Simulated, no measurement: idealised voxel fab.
This is a process module. Its name is voxel air gaps.
The cross-section shown here is cut; it is 150 nm wide and divided into square cells measuring 5 nm on a side.
Throughout this document, each cross-section is represented as a grid of square cells and is presented as a sequence of bands enumerated from the top downward, where a band comprises one or more rows of cells.
Band: top height; bottom height; in nm. Then, left to right: material with width in nm, for each material. "everywhere": a single material spanning edge to edge. "blank": empty space.
The level at which height equals 0 is the one under which the wafer, as it arrives, is entirely one material. No lower edge exists for the bottom band, which continues downward and is notated as in "0 and below".
It should be noted that a width expressed as "30..40" varies in equal increments from row to row of cells within the band, taking the value of the first number at the top row and that of the second number at the bottom row.
A step reported as "changes: none" is a step in which no cell of the cross-section changed.
"Enclosed cavity list" - sealed voids, min. 8 cells, no opening to top; format: width x height at distance (distance from left edge; nm throughout).
The remark found on a step's line after its settings is issued by the simulator itself and pertains to that step.
"overlay nm" on a masked step: distance the mask lay right of its planned place, negative for left.

# List of planned process steps
| 1 | RECEIVE | material Si |
| 2 | CONFORMAL_DEP | material SiO2 | thk nm 10 |
| 3 | CONFORMAL_DEP | material SiN | thk nm 5 |
| 4 | DIRECTIONAL_DEP | material SiO2 | thk nm 30 |
| 5 | MASKED_ETCH | tone open | mask id LINES | width nm 15 | pitch nm 45 | etch materials SiO2 | depth nm 30 | overlay nm 0 |
| 6 | CONFORMAL_DEP | material TiN | thk nm 5 |
| 7 | FILL_DEP | material Ru | thk nm 10 |
| 8 | CMP | height nm 45 |
| 9 | EPI | material Ru | thk nm 10 |
| 10 | SELECTIVE_ETCH | etch materials SiO2 | depth nm 40 |
| 11 | CONFORMAL_DEP | material SiN | thk nm 5 |

# Shown in cross-section is the wafer as received, that is, as it stands after step 1
  0 and below: Si everywhere
  Enclosed cavity list: none

# Cross-section at module end, one run error; start and plan unchanged from above
  70 down to 65: SiN everywhere
  65 down to 45: Ru (145); SiN (5)
  45 down to 40: SiO2 (20); TiN (5); Ru (5); TiN (5); SiO2 (30); TiN (5); Ru (5); TiN (5); SiO2 (30); TiN (5); Ru (5); TiN (5); SiN (25)
  40 down to 20: SiO2 (20); TiN (5); Ru (5); TiN (5); SiO2 (30); TiN (5); Ru (5); TiN (5); SiO2 (30); TiN (5); Ru (5); TiN (5); SiN (5); blank (20)
  20 down to 15: SiO2 (20); TiN (15); SiO2 (30); TiN (15); SiO2 (30); TiN (15); SiN (25)
  15 down to 10: SiN everywhere
  10 down to 0: SiO2 everywhere
  0 and below: Si everywhere
  Enclosed cavity list: 20 x 20 at 130
What was the processing mistake? heads up, step 9 of the plan got done twice
